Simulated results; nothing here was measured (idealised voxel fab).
A process module follows: voxel gate over fins.
Pictured: cross-section cut, 230 nm wide, on a grid of 5 nm square cells.
Throughout this document, each cross-section is represented as a grid of square cells and is presented as a sequence of bands enumerated from the top downward, where a band comprises one or more rows of cells. Each band's line starts with the height of the band's top and of its bottom, in nm. Then come its materials from left to right, each with its width in nm. One material with "throughout" fills the band from edge to edge. "air" is empty space. Basically, 0 is our baseline, since under it the wafer straight out of the box is all one material. The bottom band has no lower end and keeps on going down, so it looks like "top 0, no bottom". Top row gets the first number, bottom row gets the second, and each row in between changes by the same step: that is how a band width like "30->40" works. Any step labelled "nothing altered" changed none of the cells in the cross-section. "Closed empty spaces" contains a list of empty spaces, each no smaller than 8 cells and without an open way to the top, written in the form width x height at distance with the distance from the left edge and all three in nm. Post-settings text on a step line: simulator's own remark regarding the step. "overlay nm" on a masked step: distance the mask lay right of its planned place, negative for left.

THE STEPS PLANNED FOR THE PROCESS ARE AS FOLLOWS
1: RECEIVE: material Si
2: CONFORMAL_DEP: material SiN, thk nm 5
3: PATTERN: tone cover, mask id FINS, material resist, width nm 15, pitch nm 50, thk nm 20, overlay nm 0
4: DIRECTIONAL_ETCH: etch materials SiN, depth nm 5
5: DIRECTIONAL_ETCH: etch materials Si, depth nm 40
6: STRIP: etch materials resist
7: OXIDIZE: depth nm 5
8: FILL_DEP: material SiO2, thk nm 10
9: CMP: height nm 5
10: DIRECTIONAL_DEP: material aC, thk nm 10
11: PATTERN: tone open, mask id RAIL, material resist, width nm 15, thk nm 25, overlay nm 0
12: DIRECTIONAL_ETCH: etch materials aC, depth nm 10
13: STRIP: etch materials resist
14: DIRECTIONAL_ETCH: etch materials SiO2, depth nm 40
15: STRIP: etch materials aC
16: CONFORMAL_DEP: material TiN, thk nm 5
17: FILL_DEP: material W, thk nm 10
18: CMP: height nm 5
19: SELECTIVE_ETCH: etch materials W Ru TiN, depth nm 25
20: FILL_DEP: material SiO2, thk nm 5
21: CMP: height nm 5
22: SELECTIVE_ETCH: etch materials SiO2, depth nm 20
23: STRIP: etch materials SiN
24: CONFORMAL_DEP: material HfO2, thk nm 5
25: CONFORMAL_DEP: material TiN, thk nm 5
26: CONFORMAL_DEP: material TiAl, thk nm 5
27: CONFORMAL_DEP: material TiN, thk nm 5
28: FILL_DEP: material W, thk nm 15
29: CMP: height nm 30
30: CONFORMAL_DEP: material SiN, thk nm 5

WAFER AS RECEIVED: CROSS-SECTION FOLLOWING STEP 1
	top 0, no bottom = Si throughout
	Closed empty spaces: none

FIRST WAFER OF TWO, SECTIONED AT END OF MODULE; RUN WENT PER PLAN
	top 35, bottom 30 = SiN throughout
	top 30, bottom 20 = W throughout
	top 20, bottom 15 = W: 65 / TiN: 45 / W: 5 / TiN: 45 / W: 70
	top 15, bottom 10 = W: 65 / TiN: 5 / TiAl: 35 / TiN: 5 / W: 5 / TiN: 5 / TiAl: 35 / TiN: 5 / W: 70
	top 10, bottom 5 = W: 65 / TiN: 5 / TiAl: 5 / TiN: 25 / TiAl: 5 / TiN: 5 / W: 5 / TiN: 5 / TiAl: 5 / TiN: 25 / TiAl: 5 / TiN: 5 / W: 70
	top 5, bottom 0 = TiN: 70 / TiAl: 5 / TiN: 5 / HfO2: 15 / TiN: 5 / TiAl: 5 / TiN: 15 / TiAl: 5 / TiN: 5 / HfO2: 15 / TiN: 5 / TiAl: 5 / TiN: 75
	top 0, bottom -5 = TiAl: 75 / TiN: 5 / HfO2: 5 / Si: 5 / HfO2: 5 / TiN: 5 / TiAl: 25 / TiN: 5 / HfO2: 5 / Si: 5 / HfO2: 5 / TiN: 5 / TiAl: 80
	top -5, bottom -10 = TiN: 80 / HfO2: 5 / Si: 5 / HfO2: 5 / TiN: 35 / HfO2: 5 / Si: 5 / HfO2: 5 / TiN: 85
	top -10, bottom -15 = HfO2: 85 / Si: 5 / HfO2: 45 / Si: 5 / HfO2: 90
	top -15, bottom -20 = SiO2: 85 / Si: 5 / SiO2: 45 / Si: 5 / SiO2: 90
	top -20, bottom -30 = SiO2: 85 / Si: 5 / SiO2: 15 / TiN: 5 / W: 5 / TiN: 5 / SiO2: 15 / Si: 5 / SiO2: 90
	top -30, bottom -35 = SiO2: 85 / Si: 5 / SiO2: 15 / TiN: 15 / SiO2: 15 / Si: 5 / SiO2: 90
	top -35, bottom -45 = SiO2: 85 / Si: 5 / SiO2: 45 / Si: 5 / SiO2: 90
	top -45, no bottom = Si throughout
	Closed empty spaces: none

CROSS-SECTIONAL IMAGE OF THE SECOND WAFER OF THE TWO FOLLOWING COMPLETION OF THE MODULE. STARTING STATE AND PROCESS PLAN WERE THE SAME AS FOR THE FIRST WAFER; ONE EXECUTION ERROR OCCURRED
	top 35, bottom 30 = SiN throughout
	top 30, bottom 20 = W throughout
	top 20, bottom 15 = W: 70 / TiN: 45 / W: 5 / TiN: 45 / W: 65
	top 15, bottom 10 = W: 70 / TiN: 5 / TiAl: 35 / TiN: 5 / W: 5 / TiN: 5 / TiAl: 35 / TiN: 5 / W: 65
	top 10, bottom 5 = W: 70 / TiN: 5 / TiAl: 5 / TiN: 25 / TiAl: 5 / TiN: 5 / W: 5 / TiN: 5 / TiAl: 5 / TiN: 25 / TiAl: 5 / TiN: 5 / W: 65
	top 5, bottom 0 = TiN: 75 / TiAl: 5 / TiN: 5 / HfO2: 15 / TiN: 5 / TiAl: 5 / TiN: 15 / TiAl: 5 / TiN: 5 / HfO2: 15 / TiN: 5 / TiAl: 5 / TiN: 70
	top 0, bottom -5 = TiAl: 80 / TiN: 5 / HfO2: 5 / Si: 5 / HfO2: 5 / TiN: 5 / TiAl: 25 / TiN: 5 / HfO2: 5 / Si: 5 / HfO2: 5 / TiN: 5 / TiAl: 75
	top -5, bottom -10 = TiN: 85 / HfO2: 5 / Si: 5 / HfO2: 5 / TiN: 35 / HfO2: 5 / Si: 5 / HfO2: 5 / TiN: 80
	top -10, bottom -15 = HfO2: 90 / Si: 5 / HfO2: 45 / Si: 5 / HfO2: 85
	top -15, bottom -20 = SiO2: 90 / Si: 5 / SiO2: 45 / Si: 5 / SiO2: 85
	top -20, bottom -30 = SiO2: 90 / Si: 5 / SiO2: 10 / TiN: 5 / W: 5 / TiN: 5 / SiO2: 20 / Si: 5 / SiO2: 85
	top -30, bottom -35 = SiO2: 90 / Si: 5 / SiO2: 10 / TiN: 15 / SiO2: 20 / Si: 5 / SiO2: 85
	top -35, bottom -45 = SiO2: 90 / Si: 5 / SiO2: 45 / Si: 5 / SiO2: 85
	top -45, no bottom = Si throughout
	Closed empty spaces: none
What broke from the plan during processing? not per plan at step 3, really ran PATTERN: tone cover, mask id FINS, material resist, width nm 15, pitch nm 50, thk nm 20, overlay nm 5
Comparing end states, the material composition by cell count is preserved from the first wafer to the second, while the locations of the cells are not.
